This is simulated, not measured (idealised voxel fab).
process module | voxel transistor to metal
cross-section cut | 300 nm wide | cells 5 nm
A cross-section is a grid of square cells, given in bands from the top down. A band is one or more rows of cells.
Each band's line starts with the height of the band's top and of its bottom, in nm. Then come its materials from left to right, each with its width in nm. One material with "throughout" fills the band from edge to edge. "air" is empty space.
Height 0 is the level under which the wafer as received is all one material. The lowest band goes on downwards, as in "0 down".
A width such as "30 to 40" changes by the same amount from each row of cells to the next, from the band's top row to its bottom row.
"no change" after a step means that no cell of the cross-section changed.
closed voids: empty space of 8 cells or more with no open way to the top, each as width x height at its distance from the left edge, in nm
after a step's settings: what the simulator itself notes on the step
overlay nm, on a step with a mask: how far to the right of its planned place the mask lay; to the left if negative
plan
1 op RECEIVE | material Si
2 op OXIDIZE | depth nm 5
3 op CONFORMAL_DEP | material SiN | thk nm 10
4 op MASKED_ETCH | tone cover | mask id ACTIVE | width nm 110 | pitch nm 140 | etch materials SiN | depth nm 10 | overlay nm 0
5 op MASKED_ETCH | tone cover | mask id ACTIVE | width nm 110 | pitch nm 140 | etch materials SiO2 | depth nm 5 | overlay nm 0
6 op MASKED_ETCH | tone cover | mask id ACTIVE | width nm 110 | pitch nm 140 | etch materials Si | depth nm 35 | overlay nm 0
7 op FILL_DEP | material SiO2 | thk nm 15
8 op CMP | height nm 10
9 op SELECTIVE_ETCH | etch materials SiO2 | depth nm 10
10 op STRIP | etch materials SiN
11 op SELECTIVE_ETCH | etch materials SiO2 | depth nm 5
12 op OXIDIZE | depth nm 5
13 op DIRECTIONAL_DEP | material polySi | thk nm 30
14 op DIRECTIONAL_DEP | material SiCN | thk nm 15
15 op PATTERN | tone cover | mask id GATE | material resist | width nm 20 | pitch nm 140 | thk nm 15 | overlay nm 0
16 op DIRECTIONAL_ETCH | etch materials SiCN | depth nm 25
17 op DIRECTIONAL_ETCH | etch materials polySi | depth nm 40
18 op STRIP | etch materials resist
19 op CONFORMAL_DEP | material SiO2 | thk nm 5
20 op DIRECTIONAL_ETCH | etch materials SiO2 | depth nm 5
21 op CONFORMAL_DEP | material SiN | thk nm 5
22 op DIRECTIONAL_ETCH | etch materials SiN | depth nm 5
23 op DIRECTIONAL_ETCH | etch materials SiO2 | depth nm 5
24 op DIRECTIONAL_ETCH | etch materials Si | depth nm 15
25 op EPI | material pSi | thk nm 15
26 op FILL_DEP | material SiO2 | thk nm 5
27 op CMP | height nm 40
28 op DIRECTIONAL_DEP | material SiO2 | thk nm 10
29 op MASKED_ETCH | tone open | mask id CONTACT | width nm 20 | pitch nm 70 | etch materials SiO2 | depth nm 60 | overlay nm 0
30 op CONFORMAL_DEP | material TiN | thk nm 5
31 op FILL_DEP | material W | thk nm 5
32 op CMP | height nm 50
33 op CONFORMAL_DEP | material SiCN | thk nm 5
34 op DIRECTIONAL_DEP | material SiO2 | thk nm 15
35 op MASKED_ETCH | tone open | mask id METAL_1 | width nm 20 | pitch nm 70 | etch materials SiO2 | depth nm 25 | overlay nm 0
36 op MASKED_ETCH | tone open | mask id METAL_1 | width nm 20 | pitch nm 70 | etch materials SiCN | depth nm 5 | overlay nm 0
37 op CONFORMAL_DEP | material TiN | thk nm 5
38 op FILL_DEP | material Cu | thk nm 10
39 op CMP | height nm 80
40 op EPI | material Ru | thk nm 5
41 op FILL_DEP | material SiCN | thk nm 5
varied across the wafers: thk nm of step 34. The plan shows the first wafer's value. All wafers start alike
first wafer as received, after step 1
  0 down: Si throughout
  closed voids: none
each wafer at the end: cells of each material gained (+) or lost (-) since it was received, then its closed voids
thk nm 15 | +92 Cu | +60 Ru | -300 Si | +128 SiCN | +36 SiN | +636 SiO2 | +196 TiN | +64 W | +120 pSi | +48 polySi | closed voids: none
thk nm 20 | +40 Cu | +60 Ru | -300 Si | +128 SiCN | +36 SiN | +680 SiO2 | +204 TiN | +64 W | +120 pSi | +48 polySi | closed voids: none
thk nm 25 | +40 Cu | +24 Ru | -300 Si | +164 SiCN | +36 SiN | +724 SiO2 | +160 TiN | +64 W | +120 pSi | +48 polySi | closed voids: none
thk nm 30 | +24 Cu | +24 Ru | -300 Si | +180 SiCN | +36 SiN | +740 SiO2 | +144 TiN | +64 W | +120 pSi | +48 polySi | closed voids: none
thk nm 35 | +16 Cu | +24 Ru | -300 Si | +180 SiCN | +36 SiN | +756 SiO2 | +136 TiN | +64 W | +120 pSi | +48 polySi | closed voids: none
thk nm 40 | +8 Cu | +24 Ru | -300 Si | +180 SiCN | +36 SiN | +772 SiO2 | +128 TiN | +64 W | +120 pSi | +48 polySi | closed voids: none
